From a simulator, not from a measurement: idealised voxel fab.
Proc. module: voxel quadruple lines
260 nm wide, 5 nm square cells: that's cross-section cut.
Format of a cross-section: grid, square cells. Given as bands. Order: top down. Band: one or more rows of cells.
Read a band's entry like this: the first values are the height of its top and the height of its bottom in nm, and what follows is the sequence of materials from left to right, each with its width in nm. Note that "air" is empty space, and that a single material marked "full width" reaches across the band from edge to edge.
Height 0 is the level under which the wafer as received is all one material. The lowest band goes on downwards, as in "z 0 and below".
Note: "30 to 40" means the width goes from the first number (top row of the band) to the second number (bottom row) in equal steps per row of cells.
For the purposes of this document, the phrase "no modifications" attached to a step denotes that no cell within the cross-section was modified by that step.
Entry "Fully enclosed voids" = empty spaces >= 8 cells with no open way to the top; each as width x height at distance, distance from left edge, all nm.
What comes after the settings on a step's line is commentary from the simulator itself on that step.
overlay nm: where the mask lay relative to plan, measured to the right, on steps with a mask; negatives go left.
Heads up before you read on: it's before/after pairs around one process step each, after side only down to the lowest band that changed, step plus settings under the pair. Pairs can be from different runs of this module, same starting wafer, so only chain a pair onto the one above if its "Ahead of processing" entry says so.
Ahead of processing:
  z 0 and below = Si full width
  Fully enclosed voids: none
after:
  z 10 to 0 = SiO2 full width
  Below 0, the layers are the same as they were.
  Fully enclosed voids: none
So what happens between those two cross-sections up there? CONFORMAL_DEP (material SiO2; thk nm 10)
Ahead of processing: the pre-step structure is the one depicted after the step in the pair just above.
after:
  z 20 to 10 = Ru full width
  Below 10, the layers are the same as they were.
  Fully enclosed voids: none
So what happens between those two cross-sections up there? DIRECTIONAL_DEP (material Ru; thk nm 10)
Ahead of processing: the pre-step structure is the one depicted after the step in the pair just above.
after:
  z 40 to 20 = polySi full width
  Below 20, the layers are the same as they were.
  Fully enclosed voids: none
So what happens between those two cross-sections up there? DIRECTIONAL_DEP (material polySi; thk nm 20)
Ahead of processing: the pre-step structure is the one depicted after the step in the pair just above.
after:
  z 60 to 40 = aC full width
  Below 40, the layers are the same as they were.
  Fully enclosed voids: none
So what happens between those two cross-sections up there? DIRECTIONAL_DEP (material aC; thk nm 20)
Ahead of processing: the pre-step structure is the one depicted after the step in the pair just above.
after:
  z 90 to 60 = air: 60 | resist: 35 | air: 65 | resist: 35 | air: 65
  Below 60, the layers are the same as they were.
  Fully enclosed voids: none
So what happens between those two cross-sections up there? PATTERN (tone cover; mask id MANDREL; material resist; width nm 35; pitch nm 100; thk nm 30; overlay nm 0)
Ahead of processing: the pre-step structure is the one depicted after the step in the pair just above.
after:
  z 70 to 60 = air: 60 | resist: 35 | air: 65 | resist: 35 | air: 65
  z 60 to 40 = air: 60 | aC: 35 | air: 65 | aC: 35 | air: 65
  Below 40, the layers are the same as they were.
  Fully enclosed voids: none
So what happens between those two cross-sections up there? DIRECTIONAL_ETCH (etch materials aC; depth nm 20)
Ahead of processing: the pre-step structure is the one depicted after the step in the pair just above.
after:
  z 60 to 40 = air: 60 | aC: 35 | air: 65 | aC: 35 | air: 65
  Below 40, the layers are the same as they were.
  Fully enclosed voids: none
So what happens between those two cross-sections up there? STRIP (etch materials resist)
Ahead of processing: the pre-step structure is the one depicted after the step in the pair just above.
after:
  z 75 to 60 = air: 45 | SiO2: 65 | air: 35 | SiO2: 65 | air: 50
  z 60 to 55 = air: 45 | SiO2: 15 | aC: 35 | SiO2: 15 | air: 35 | SiO2: 15 | aC: 35 | SiO2: 15 | air: 50
  z 55 to 40 = SiO2: 60 | aC: 35 | SiO2: 65 | aC: 35 | SiO2: 65
  Below 40, the layers are the same as they were.
  Fully enclosed voids: none
So what happens between those two cross-sections up there? CONFORMAL_DEP (material SiO2; thk nm 15)
Ahead of processing: the pre-step structure is the one depicted after the step in the pair just above.
after:
  z 60 to 40 = air: 45 | SiO2: 15 | aC: 35 | SiO2: 15 | air: 35 | SiO2: 15 | aC: 35 | SiO2: 15 | air: 50
  Below 40, the layers are the same as they were.
  Fully enclosed voids: none
So what happens between those two cross-sections up there? DIRECTIONAL_ETCH (etch materials SiO2; depth nm 15)
Ahead of processing: the pre-step structure is the one depicted after the step in the pair just above.
after:
  z 60 to 40 = air: 45 | SiO2: 15 | air: 35 | SiO2: 15 | air: 35 | SiO2: 15 | air: 35 | SiO2: 15 | air: 50
  Below 40, the layers are the same as they were.
  Fully enclosed voids: none
So what happens between those two cross-sections up there? STRIP (etch materials aC)
Ahead of processing: the pre-step structure is the one depicted after the step in the pair just above.
after:
  z 60 to 40 = air: 45 | SiO2: 15 | air: 35 | SiO2: 15 | air: 35 | SiO2: 15 | air: 35 | SiO2: 15 | air: 50
  z 40 to 20 = air: 45 | polySi: 15 | air: 35 | polySi: 15 | air: 35 | polySi: 15 | air: 35 | polySi: 15 | air: 50
  Below 20, the layers are the same as they were.
  Fully enclosed voids: none
So what happens between those two cross-sections up there? DIRECTIONAL_ETCH (etch materials polySi; depth nm 20)
Ahead of processing: the pre-step structure is the one depicted after the step in the pair just above.
after:
  z 40 to 20 = air: 45 | polySi: 15 | air: 35 | polySi: 15 | air: 35 | polySi: 15 | air: 35 | polySi: 15 | air: 50
  Below 20, the layers are the same as they were.
  Fully enclosed voids: none
So what happens between those two cross-sections up there? STRIP (etch materials SiO2)
Ahead of processing: the pre-step structure is the one depicted after the step in the pair just above.
after:
  z 50 to 40 = air: 35 | SiCN: 35 | air: 15 | SiCN: 35 | air: 15 | SiCN: 35 | air: 15 | SiCN: 35 | air: 40
  z 40 to 30 = air: 35 | SiCN: 10 | polySi: 15 | SiCN: 10 | air: 15 | SiCN: 10 | polySi: 15 | SiCN: 10 | air: 15 | SiCN: 10 | polySi: 15 | SiCN: 10 | air: 15 | SiCN: 10 | polySi: 15 | SiCN: 10 | air: 40
  z 30 to 20 = SiCN: 45 | polySi: 15 | SiCN: 35 | polySi: 15 | SiCN: 35 | polySi: 15 | SiCN: 35 | polySi: 15 | SiCN: 50
  Below 20, the layers are the same as they were.
  Fully enclosed voids: none
So what happens between those two cross-sections up there? CONFORMAL_DEP (material SiCN; thk nm 10)
Ahead of processing: the pre-step structure is the one depicted after the step in the pair just above.
after:
  z 40 to 20 = air: 35 | SiCN: 10 | polySi: 15 | SiCN: 10 | air: 15 | SiCN: 10 | polySi: 15 | SiCN: 10 | air: 15 | SiCN: 10 | polySi: 15 | SiCN: 10 | air: 15 | SiCN: 10 | polySi: 15 | SiCN: 10 | air: 40
  Below 20, the layers are the same as they were.
  Fully enclosed voids: none
So what happens between those two cross-sections up there? DIRECTIONAL_ETCH (etch materials SiCN; depth nm 10)
Ahead of processing: the pre-step structure is the one depicted after the step in the pair just above.
after:
  z 40 to 20 = air: 35 | SiCN: 10 | air: 15 | SiCN: 10 | air: 15 | SiCN: 10 | air: 15 | SiCN: 10 | air: 15 | SiCN: 10 | air: 15 | SiCN: 10 | air: 15 | SiCN: 10 | air: 15 | SiCN: 10 | air: 40
  Below 20, the layers are the same as they were.
  Fully enclosed voids: none
So what happens between those two cross-sections up there? STRIP (etch materials polySi)
Ahead of processing: the pre-step structure is the one depicted after the step in the pair just above.
after:
  z 40 to 20 = air: 35 | SiCN: 10 | air: 15 | SiCN: 10 | air: 15 | SiCN: 10 | air: 15 | SiCN: 10 | air: 15 | SiCN: 10 | air: 15 | SiCN: 10 | air: 15 | SiCN: 10 | air: 15 | SiCN: 10 | air: 40
  z 20 to 10 = air: 35 | Ru: 10 | air: 15 | Ru: 10 | air: 15 | Ru: 10 | air: 15 | Ru: 10 | air: 15 | Ru: 10 | air: 15 | Ru: 10 | air: 15 | Ru: 10 | air: 15 | Ru: 10 | air: 40
  Below 10, the layers are the same as they were.
  Fully enclosed voids: none
So what happens between those two cross-sections up there? DIRECTIONAL_ETCH (etch materials Ru; depth nm 10)
Ahead of processing: the pre-step structure is the one depicted after the step in the pair just above.
after:
  z 20 to 10 = air: 35 | Ru: 10 | air: 15 | Ru: 10 | air: 15 | Ru: 10 | air: 15 | Ru: 10 | air: 15 | Ru: 10 | air: 15 | Ru: 10 | air: 15 | Ru: 10 | air: 15 | Ru: 10 | air: 40
  Below 10, the layers are the same as they were.
  Fully enclosed voids: none
So what happens between those two cross-sections up there? STRIP (etch materials SiCN)
Ahead of processing: the pre-step structure is the one depicted after the step in the pair just above.
after:
  z 25 to 20 = lowk full width
  z 20 to 10 = lowk: 35 | Ru: 10 | lowk: 15 | Ru: 10 | lowk: 15 | Ru: 10 | lowk: 15 | Ru: 10 | lowk: 15 | Ru: 10 | lowk: 15 | Ru: 10 | lowk: 15 | Ru: 10 | lowk: 15 | Ru: 10 | lowk: 40
  Below 10, the layers are the same as they were.
  Fully enclosed voids: none
So what happens between those two cross-sections up there? FILL_DEP (material lowk; thk nm 5)
Ahead of processing: the pre-step structure is the one depicted after the step in the pair just above.
after:
  z 20 to 10 = lowk: 35 | Ru: 10 | lowk: 15 | Ru: 10 | lowk: 15 | Ru: 10 | lowk: 15 | Ru: 10 | lowk: 15 | Ru: 10 | lowk: 15 | Ru: 10 | lowk: 15 | Ru: 10 | lowk: 15 | Ru: 10 | lowk: 40
  Below 10, the layers are the same as they were.
  Fully enclosed voids: none
So what happens between those two cross-sections up there? CMP (height nm 20)
Ahead of processing:
  z 40 to 20 = air: 35 | SiCN: 10 | air: 15 | SiCN: 10 | air: 15 | SiCN: 10 | air: 15 | SiCN: 10 | air: 15 | SiCN: 10 | air: 15 | SiCN: 10 | air: 15 | SiCN: 10 | air: 15 | SiCN: 10 | air: 40
  z 20 to 10 = air: 35 | Ru: 10 | air: 15 | Ru: 10 | air: 15 | Ru: 10 | air: 15 | Ru: 10 | air: 15 | Ru: 10 | air: 15 | Ru: 10 | air: 15 | Ru: 10 | air: 15 | Ru: 10 | air: 40
  z 10 to 0 = SiO2 full width
  z 0 and below = Si full width
  Fully enclosed voids: none
after:
  z 45 to 40 = lowk full width
  z 40 to 20 = lowk: 35 | SiCN: 10 | lowk: 15 | SiCN: 10 | lowk: 15 | SiCN: 10 | lowk: 15 | SiCN: 10 | lowk: 15 | SiCN: 10 | lowk: 15 | SiCN: 10 | lowk: 15 | SiCN: 10 | lowk: 15 | SiCN: 10 | lowk: 40
  z 20 to 10 = lowk: 35 | Ru: 10 | lowk: 15 | Ru: 10 | lowk: 15 | Ru: 10 | lowk: 15 | Ru: 10 | lowk: 15 | Ru: 10 | lowk: 15 | Ru: 10 | lowk: 15 | Ru: 10 | lowk: 15 | Ru: 10 | lowk: 40
  Below 10, the layers are the same as they were.
  Fully enclosed voids: none
So what happens between those two cross-sections up there? FILL_DEP (material lowk; thk nm 5)
Ahead of processing: the pre-step structure is the one depicted after the step in the pair just above.
after:
  z 20 to 10 = lowk: 35 | Ru: 10 | lowk: 15 | Ru: 10 | lowk: 15 | Ru: 10 | lowk: 15 | Ru: 10 | lowk: 15 | Ru: 10 | lowk: 15 | Ru: 10 | lowk: 15 | Ru: 10 | lowk: 15 | Ru: 10 | lowk: 40
  Below 10, the layers are the same as they were.
  Fully enclosed voids: none
So what happens between those two cross-sections up there? CMP (height nm 20)
Ahead of processing:
  z 10 to 0 = SiO2 full width
  z 0 and below = Si full width
  Fully enclosed voids: none
after:
  z 30 to 10 = polySi full width
  Below 10, the layers are the same as they were.
  Fully enclosed voids: none
So what happens between those two cross-sections up there? DIRECTIONAL_DEP (material polySi; thk nm 20)
Ahead of processing: the pre-step structure is the one depicted after the step in the pair just above.
after:
  z 40 to 30 = Ru full width
  Below 30, the layers are the same as they were.
  Fully enclosed voids: none
So what happens between those two cross-sections up there? DIRECTIONAL_DEP (material Ru; thk nm 10)
Ahead of processing: the pre-step structure is the one depicted after the step in the pair just above.
after:
  z 60 to 40 = aC full width
  Below 40, the layers are the same as they were.
  Fully enclosed voids: none
So what happens between those two cross-sections up there? DIRECTIONAL_DEP (material aC; thk nm 20)
Ahead of processing: the pre-step structure is the one depicted after the step in the pair just above.
after:
  z 90 to 60 = air: 60 | resist: 35 | air: 65 | resist: 35 | air: 65
  Below 60, the layers are the same as they were.
  Fully enclosed voids: none
So what happens between those two cross-sections up there? PATTERN (tone cover; mask id MANDREL; material resist; width nm 35; pitch nm 100; thk nm 30; overlay nm 0)
Ahead of processing: the pre-step structure is the one depicted after the step in the pair just above.
after:
  z 70 to 60 = air: 60 | resist: 35 | air: 65 | resist: 35 | air: 65
  z 60 to 40 = air: 60 | aC: 35 | air: 65 | aC: 35 | air: 65
  Below 40, the layers are the same as they were.
  Fully enclosed voids: none
So what happens between those two cross-sections up there? DIRECTIONAL_ETCH (etch materials aC; depth nm 20)
Ahead of processing: the pre-step structure is the one depicted after the step in the pair just above.
after:
  z 60 to 40 = air: 60 | aC: 35 | air: 65 | aC: 35 | air: 65
  Below 40, the layers are the same as they were.
  Fully enclosed voids: none
So what happens between those two cross-sections up there? STRIP (etch materials resist)
Ahead of processing: the pre-step structure is the one depicted after the step in the pair just above.
after:
  z 75 to 60 = air: 45 | SiO2: 65 | air: 35 | SiO2: 65 | air: 50
  z 60 to 55 = air: 45 | SiO2: 15 | aC: 35 | SiO2: 15 | air: 35 | SiO2: 15 | aC: 35 | SiO2: 15 | air: 50
  z 55 to 40 = SiO2: 60 | aC: 35 | SiO2: 65 | aC: 35 | SiO2: 65
  Below 40, the layers are the same as they were.
  Fully enclosed voids: none
So what happens between those two cross-sections up there? CONFORMAL_DEP (material SiO2; thk nm 15)
Ahead of processing: the pre-step structure is the one depicted after the step in the pair just above.
after:
  z 60 to 40 = air: 45 | SiO2: 15 | aC: 35 | SiO2: 15 | air: 35 | SiO2: 15 | aC: 35 | SiO2: 15 | air: 50
  Below 40, the layers are the same as they were.
  Fully enclosed voids: none
So what happens between those two cross-sections up there? DIRECTIONAL_ETCH (etch materials SiO2; depth nm 15)
Ahead of processing: the pre-step structure is the one depicted after the step in the pair just above.
after:
  z 60 to 40 = air: 45 | SiO2: 15 | air: 35 | SiO2: 15 | air: 35 | SiO2: 15 | air: 35 | SiO2: 15 | air: 50
  Below 40, the layers are the same as they were.
  Fully enclosed voids: none
So what happens between those two cross-sections up there? STRIP (etch materials aC)
Ahead of processing: the pre-step structure is the one depicted after the step in the pair just above.
after:
  z 40 to 30 = Ru full width
  Below 30, the layers are the same as they were.
  Fully enclosed voids: none
So what happens between those two cross-sections up there? STRIP (etch materials SiO2)
Ahead of processing: the pre-step structure is the one depicted after the step in the pair just above.
after:
  z 50 to 40 = SiCN full width
  Below 40, the layers are the same as they were.
  Fully enclosed voids: none
So what happens between those two cross-sections up there? CONFORMAL_DEP (material SiCN; thk nm 10)
Ahead of processing: the pre-step structure is the one depicted after the step in the pair just above.
after:
  z 40 to 30 = Ru full width
  Below 30, the layers are the same as they were.
  Fully enclosed voids: none
So what happens between those two cross-sections up there? DIRECTIONAL_ETCH (etch materials SiCN; depth nm 10)
Ahead of processing: the pre-step structure is the one depicted after the step in the pair just above.
after:
  z 30 to 10 = polySi full width
  Below 10, the layers are the same as they were.
  Fully enclosed voids: none
So what happens between those two cross-sections up there? DIRECTIONAL_ETCH (etch materials Ru; depth nm 10)
Ahead of processing: the pre-step structure is the one depicted after the step in the pair just above.
after:
  z 35 to 30 = lowk full width
  Below 30, the layers are the same as they were.
  Fully enclosed voids: none
So what happens between those two cross-sections up there? FILL_DEP (material lowk; thk nm 5)
Ahead of processing: the pre-step structure is the one depicted after the step in the pair just above.
after:
  z 20 to 10 = polySi full width
  Below 10, the layers are the same as they were.
  Fully enclosed voids: none
So what happens between those two cross-sections up there? CMP (height nm 20)
Ahead of processing:
  z 60 to 40 = air: 60 | aC: 35 | air: 65 | aC: 35 | air: 65
  z 40 to 20 = polySi full width
  z 20 to 10 = Ru full width
  z 10 to 0 = SiO2 full width
  z 0 and below = Si full width
  Fully enclosed voids: none
after:
  z 70 to 60 = air: 50 | SiO2: 55 | air: 45 | SiO2: 55 | air: 55
  z 60 to 50 = air: 50 | SiO2: 10 | aC: 35 | SiO2: 10 | air: 45 | SiO2: 10 | aC: 35 | SiO2: 10 | air: 55
  z 50 to 40 = SiO2: 60 | aC: 35 | SiO2: 65 | aC: 35 | SiO2: 65
  Below 40, the layers are the same as they were.
  Fully enclosed voids: none
So what happens between those two cross-sections up there? CONFORMAL_DEP (material SiO2; thk nm 10)
Ahead of processing: the pre-step structure is the one depicted after the step in the pair just above.
after:
  z 60 to 55 = air: 60 | aC: 35 | air: 65 | aC: 35 | air: 65
  z 55 to 40 = air: 50 | SiO2: 10 | aC: 35 | SiO2: 10 | air: 45 | SiO2: 10 | aC: 35 | SiO2: 10 | air: 55
  Below 40, the layers are the same as they were.
  Fully enclosed voids: none
So what happens between those two cross-sections up there? DIRECTIONAL_ETCH (etch materials SiO2; depth nm 15)
Ahead of processing: the pre-step structure is the one depicted after the step in the pair just above.
after:
  z 55 to 40 = air: 50 | SiO2: 10 | air: 35 | SiO2: 10 | air: 45 | SiO2: 10 | air: 35 | SiO2: 10 | air: 55
  Below 40, the layers are the same as they were.
  Fully enclosed voids: none
So what happens between those two cross-sections up there? STRIP (etch materials aC)
Ahead of processing: the pre-step structure is the one depicted after the step in the pair just above.
after:
  z 55 to 40 = air: 50 | SiO2: 10 | air: 35 | SiO2: 10 | air: 45 | SiO2: 10 | air: 35 | SiO2: 10 | air: 55
  z 40 to 20 = air: 50 | polySi: 10 | air: 35 | polySi: 10 | air: 45 | polySi: 10 | air: 35 | polySi: 10 | air: 55
  Below 20, the layers are the same as they were.
  Fully enclosed voids: none
So what happens between those two cross-sections up there? DIRECTIONAL_ETCH (etch materials polySi; depth nm 20)
Ahead of processing: the pre-step structure is the one depicted after the step in the pair just above.
after:
  z 40 to 20 = air: 50 | polySi: 10 | air: 35 | polySi: 10 | air: 45 | polySi: 10 | air: 35 | polySi: 10 | air: 55
  Below 20, the layers are the same as they were.
  Fully enclosed voids: none
So what happens between those two cross-sections up there? STRIP (etch materials SiO2)
Ahead of processing: the pre-step structure is the one depicted after the step in the pair just above.
after:
  z 50 to 40 = air: 40 | SiCN: 30 | air: 15 | SiCN: 30 | air: 25 | SiCN: 30 | air: 15 | SiCN: 30 | air: 45
  z 40 to 30 = air: 40 | SiCN: 10 | polySi: 10 | SiCN: 10 | air: 15 | SiCN: 10 | polySi: 10 | SiCN: 10 | air: 25 | SiCN: 10 | polySi: 10 | SiCN: 10 | air: 15 | SiCN: 10 | polySi: 10 | SiCN: 10 | air: 45
  z 30 to 20 = SiCN: 50 | polySi: 10 | SiCN: 35 | polySi: 10 | SiCN: 45 | polySi: 10 | SiCN: 35 | polySi: 10 | SiCN: 55
  Below 20, the layers are the same as they were.
  Fully enclosed voids: none
So what happens between those two cross-sections up there? CONFORMAL_DEP (material SiCN; thk nm 10)
Ahead of processing: the pre-step structure is the one depicted after the step in the pair just above.
after:
  z 40 to 20 = air: 40 | SiCN: 10 | polySi: 10 | SiCN: 10 | air: 15 | SiCN: 10 | polySi: 10 | SiCN: 10 | air: 25 | SiCN: 10 | polySi: 10 | SiCN: 10 | air: 15 | SiCN: 10 | polySi: 10 | SiCN: 10 | air: 45
  Below 20, the layers are the same as they were.
  Fully enclosed voids: none
So what happens between those two cross-sections up there? DIRECTIONAL_ETCH (etch materials SiCN; depth nm 10)
Ahead of processing: the pre-step structure is the one depicted after the step in the pair just above.
after:
  z 40 to 20 = air: 40 | SiCN: 10 | air: 10 | SiCN: 10 | air: 15 | SiCN: 10 | air: 10 | SiCN: 10 | air: 25 | SiCN: 10 | air: 10 | SiCN: 10 | air: 15 | SiCN: 10 | air: 10 | SiCN: 10 | air: 45
  Below 20, the layers are the same as they were.
  Fully enclosed voids: none
So what happens between those two cross-sections up there? STRIP (etch materials polySi)
Ahead of processing: the pre-step structure is the one depicted after the step in the pair just above.
after:
  z 40 to 20 = air: 40 | SiCN: 10 | air: 10 | SiCN: 10 | air: 15 | SiCN: 10 | air: 10 | SiCN: 10 | air: 25 | SiCN: 10 | air: 10 | SiCN: 10 | air: 15 | SiCN: 10 | air: 10 | SiCN: 10 | air: 45
  z 20 to 10 = air: 40 | Ru: 10 | air: 10 | Ru: 10 | air: 15 | Ru: 10 | air: 10 | Ru: 10 | air: 25 | Ru: 10 | air: 10 | Ru: 10 | air: 15 | Ru: 10 | air: 10 | Ru: 10 | air: 45
  Below 10, the layers are the same as they were.
  Fully enclosed voids: none
So what happens between those two cross-sections up there? DIRECTIONAL_ETCH (etch materials Ru; depth nm 10)
Ahead of processing: the pre-step structure is the one depicted after the step in the pair just above.
after:
  z 20 to 10 = air: 40 | Ru: 10 | air: 10 | Ru: 10 | air: 15 | Ru: 10 | air: 10 | Ru: 10 | air: 25 | Ru: 10 | air: 10 | Ru: 10 | air: 15 | Ru: 10 | air: 10 | Ru: 10 | air: 45
  Below 10, the layers are the same as they were.
  Fully enclosed voids: none
So what happens between those two cross-sections up there? STRIP (etch materials SiCN)
Ahead of processing: the pre-step structure is the one depicted after the step in the pair just above.
after:
  z 25 to 20 = lowk full width
  z 20 to 10 = lowk: 40 | Ru: 10 | lowk: 10 | Ru: 10 | lowk: 15 | Ru: 10 | lowk: 10 | Ru: 10 | lowk: 25 | Ru: 10 | lowk: 10 | Ru: 10 | lowk: 15 | Ru: 10 | lowk: 10 | Ru: 10 | lowk: 45
  Below 10, the layers are the same as they were.
  Fully enclosed voids: none
So what happens between those two cross-sections up there? FILL_DEP (material lowk; thk nm 5)
Ahead of processing: the pre-step structure is the one depicted after the step in the pair just above.
after:
  z 20 to 10 = lowk: 40 | Ru: 10 | lowk: 10 | Ru: 10 | lowk: 15 | Ru: 10 | lowk: 10 | Ru: 10 | lowk: 25 | Ru: 10 | lowk: 10 | Ru: 10 | lowk: 15 | Ru: 10 | lowk: 10 | Ru: 10 | lowk: 45
  Below 10, the layers are the same as they were.
  Fully enclosed voids: none
So what happens between those two cross-sections up there? CMP (height nm 20)
Ahead of processing:
  z 60 to 40 = aC full width
  z 40 to 20 = polySi full width
  z 20 to 10 = Ru full width
  z 10 to 0 = SiO2 full width
  z 0 and below = Si full width
  Fully enclosed voids: none
after:
  z 90 to 60 = air: 65 | resist: 30 | air: 70 | resist: 30 | air: 65
  Below 60, the layers are the same as they were.
  Fully enclosed voids: none
So what happens between those two cross-sections up there? PATTERN (tone cover; mask id MANDREL; material resist; width nm 30; pitch nm 100; thk nm 30; overlay nm 0)
Ahead of processing: the pre-step structure is the one depicted after the step in the pair just above.
after:
  z 70 to 60 = air: 65 | resist: 30 | air: 70 | resist: 30 | air: 65
  z 60 to 40 = air: 65 | aC: 30 | air: 70 | aC: 30 | air: 65
  Below 40, the layers are the same as they were.
  Fully enclosed voids: none
So what happens between those two cross-sections up there? DIRECTIONAL_ETCH (etch materials aC; depth nm 20)
Ahead of processing: the pre-step structure is the one depicted after the step in the pair just above.
after:
  z 60 to 40 = air: 65 | aC: 30 | air: 70 | aC: 30 | air: 65
  Below 40, the layers are the same as they were.
  Fully enclosed voids: none
So what happens between those two cross-sections up there? STRIP (etch materials resist)
Ahead of processing: the pre-step structure is the one depicted after the step in the pair just above.
after:
  z 75 to 60 = air: 50 | SiO2: 60 | air: 40 | SiO2: 60 | air: 50
  z 60 to 55 = air: 50 | SiO2: 15 | aC: 30 | SiO2: 15 | air: 40 | SiO2: 15 | aC: 30 | SiO2: 15 | air: 50
  z 55 to 40 = SiO2: 65 | aC: 30 | SiO2: 70 | aC: 30 | SiO2: 65
  Below 40, the layers are the same as they were.
  Fully enclosed voids: none
So what happens between those two cross-sections up there? CONFORMAL_DEP (material SiO2; thk nm 15)
Ahead of processing: the pre-step structure is the one depicted after the step in the pair just above.
after:
  z 60 to 40 = air: 50 | SiO2: 15 | aC: 30 | SiO2: 15 | air: 40 | SiO2: 15 | aC: 30 | SiO2: 15 | air: 50
  Below 40, the layers are the same as they were.
  Fully enclosed voids: none
So what happens between those two cross-sections up there? DIRECTIONAL_ETCH (etch materials SiO2; depth nm 15)
Ahead of processing: the pre-step structure is the one depicted after the step in the pair just above.
after:
  z 60 to 40 = air: 50 | SiO2: 15 | air: 30 | SiO2: 15 | air: 40 | SiO2: 15 | air: 30 | SiO2: 15 | air: 50
  Below 40, the layers are the same as they were.
  Fully enclosed voids: none
So what happens between those two cross-sections up there? STRIP (etch materials aC)
Ahead of processing: the pre-step structure is the one depicted after the step in the pair just above.
after:
  z 60 to 40 = air: 50 | SiO2: 15 | air: 30 | SiO2: 15 | air: 40 | SiO2: 15 | air: 30 | SiO2: 15 | air: 50
  z 40 to 20 = air: 50 | polySi: 15 | air: 30 | polySi: 15 | air: 40 | polySi: 15 | air: 30 | polySi: 15 | air: 50
  Below 20, the layers are the same as they were.
  Fully enclosed voids: none
So what happens between those two cross-sections up there? DIRECTIONAL_ETCH (etch materials polySi; depth nm 20)
Ahead of processing: the pre-step structure is the one depicted after the step in the pair just above.
after:
  z 40 to 20 = air: 50 | polySi: 15 | air: 30 | polySi: 15 | air: 40 | polySi: 15 | air: 30 | polySi: 15 | air: 50
  Below 20, the layers are the same as they were.
  Fully enclosed voids: none
So what happens between those two cross-sections up there? STRIP (etch materials SiO2)
Ahead of processing: the pre-step structure is the one depicted after the step in the pair just above.
after:
  z 50 to 40 = air: 40 | SiCN: 35 | air: 10 | SiCN: 35 | air: 20 | SiCN: 35 | air: 10 | SiCN: 35 | air: 40
  z 40 to 30 = air: 40 | SiCN: 10 | polySi: 15 | SiCN: 10 | air: 10 | SiCN: 10 | polySi: 15 | SiCN: 10 | air: 20 | SiCN: 10 | polySi: 15 | SiCN: 10 | air: 10 | SiCN: 10 | polySi: 15 | SiCN: 10 | air: 40
  z 30 to 20 = SiCN: 50 | polySi: 15 | SiCN: 30 | polySi: 15 | SiCN: 40 | polySi: 15 | SiCN: 30 | polySi: 15 | SiCN: 50
  Below 20, the layers are the same as they were.
  Fully enclosed voids: none
So what happens between those two cross-sections up there? CONFORMAL_DEP (material SiCN; thk nm 10)
Ahead of processing: the pre-step structure is the one depicted after the step in the pair just above.
after:
  z 40 to 20 = air: 40 | SiCN: 10 | polySi: 15 | SiCN: 10 | air: 10 | SiCN: 10 | polySi: 15 | SiCN: 10 | air: 20 | SiCN: 10 | polySi: 15 | SiCN: 10 | air: 10 | SiCN: 10 | polySi: 15 | SiCN: 10 | air: 40
  Below 20, the layers are the same as they were.
  Fully enclosed voids: none
So what happens between those two cross-sections up there? DIRECTIONAL_ETCH (etch materials SiCN; depth nm 10)
Ahead of processing: the pre-step structure is the one depicted after the step in the pair just above.
after:
  z 40 to 20 = air: 40 | SiCN: 10 | air: 15 | SiCN: 10 | air: 10 | SiCN: 10 | air: 15 | SiCN: 10 | air: 20 | SiCN: 10 | air: 15 | SiCN: 10 | air: 10 | SiCN: 10 | air: 15 | SiCN: 10 | air: 40
  Below 20, the layers are the same as they were.
  Fully enclosed voids: none
So what happens between those two cross-sections up there? STRIP (etch materials polySi)
Ahead of processing: the pre-step structure is the one depicted after the step in the pair just above.
after:
  z 40 to 20 = air: 40 | SiCN: 10 | air: 15 | SiCN: 10 | air: 10 | SiCN: 10 | air: 15 | SiCN: 10 | air: 20 | SiCN: 10 | air: 15 | SiCN: 10 | air: 10 | SiCN: 10 | air: 15 | SiCN: 10 | air: 40
  z 20 to 10 = air: 40 | Ru: 10 | air: 15 | Ru: 10 | air: 10 | Ru: 10 | air: 15 | Ru: 10 | air: 20 | Ru: 10 | air: 15 | Ru: 10 | air: 10 | Ru: 10 | air: 15 | Ru: 10 | air: 40
  Below 10, the layers are the same as they were.
  Fully enclosed voids: none
So what happens between those two cross-sections up there? DIRECTIONAL_ETCH (etch materials Ru; depth nm 10)
Ahead of processing: the pre-step structure is the one depicted after the step in the pair just above.
after:
  z 20 to 10 = air: 40 | Ru: 10 | air: 15 | Ru: 10 | air: 10 | Ru: 10 | air: 15 | Ru: 10 | air: 20 | Ru: 10 | air: 15 | Ru: 10 | air: 10 | Ru: 10 | air: 15 | Ru: 10 | air: 40
  Below 10, the layers are the same as they were.
  Fully enclosed voids: none
So what happens between those two cross-sections up there? STRIP (etch materials SiCN)
Ahead of processing: the pre-step structure is the one depicted after the step in the pair just above.
after:
  z 25 to 20 = lowk full width
  z 20 to 10 = lowk: 40 | Ru: 10 | lowk: 15 | Ru: 10 | lowk: 10 | Ru: 10 | lowk: 15 | Ru: 10 | lowk: 20 | Ru: 10 | lowk: 15 | Ru: 10 | lowk: 10 | Ru: 10 | lowk: 15 | Ru: 10 | lowk: 40
  Below 10, the layers are the same as they were.
  Fully enclosed voids: none
So what happens between those two cross-sections up there? FILL_DEP (material lowk; thk nm 5)
Ahead of processing: the pre-step structure is the one depicted after the step in the pair just above.
after:
  z 20 to 10 = lowk: 40 | Ru: 10 | lowk: 15 | Ru: 10 | lowk: 10 | Ru: 10 | lowk: 15 | Ru: 10 | lowk: 20 | Ru: 10 | lowk: 15 | Ru: 10 | lowk: 10 | Ru: 10 | lowk: 15 | Ru: 10 | lowk: 40
  Below 10, the layers are the same as they were.
  Fully enclosed voids: none
So what happens between those two cross-sections up there? CMP (height nm 20)
Ahead of processing:
  z 60 to 40 = aC full width
  z 40 to 20 = polySi full width
  z 20 to 10 = Ru full width
  z 10 to 0 = SiO2 full width
  z 0 and below = Si full width
  Fully enclosed voids: none
after:
  z 90 to 60 = air: 55 | resist: 35 | air: 65 | resist: 35 | air: 70
  Below 60, the layers are the same as they were.
  Fully enclosed voids: none
So what happens between those two cross-sections up there? PATTERN (tone cover; mask id MANDREL; material resist; width nm 35; pitch nm 100; thk nm 30; overlay nm -5)
Ahead of processing: the pre-step structure is the one depicted after the step in the pair just above.
after:
  z 70 to 60 = air: 55 | resist: 35 | air: 65 | resist: 35 | air: 70
  z 60 to 40 = air: 55 | aC: 35 | air: 65 | aC: 35 | air: 70
  Below 40, the layers are the same as they were.
  Fully enclosed voids: none
So what happens between those two cross-sections up there? DIRECTIONAL_ETCH (etch materials aC; depth nm 20)
Ahead of processing: the pre-step structure is the one depicted after the step in the pair just above.
after:
  z 60 to 40 = air: 55 | aC: 35 | air: 65 | aC: 35 | air: 70
  Below 40, the layers are the same as they were.
  Fully enclosed voids: none
So what happens between those two cross-sections up there? STRIP (etch materials resist)
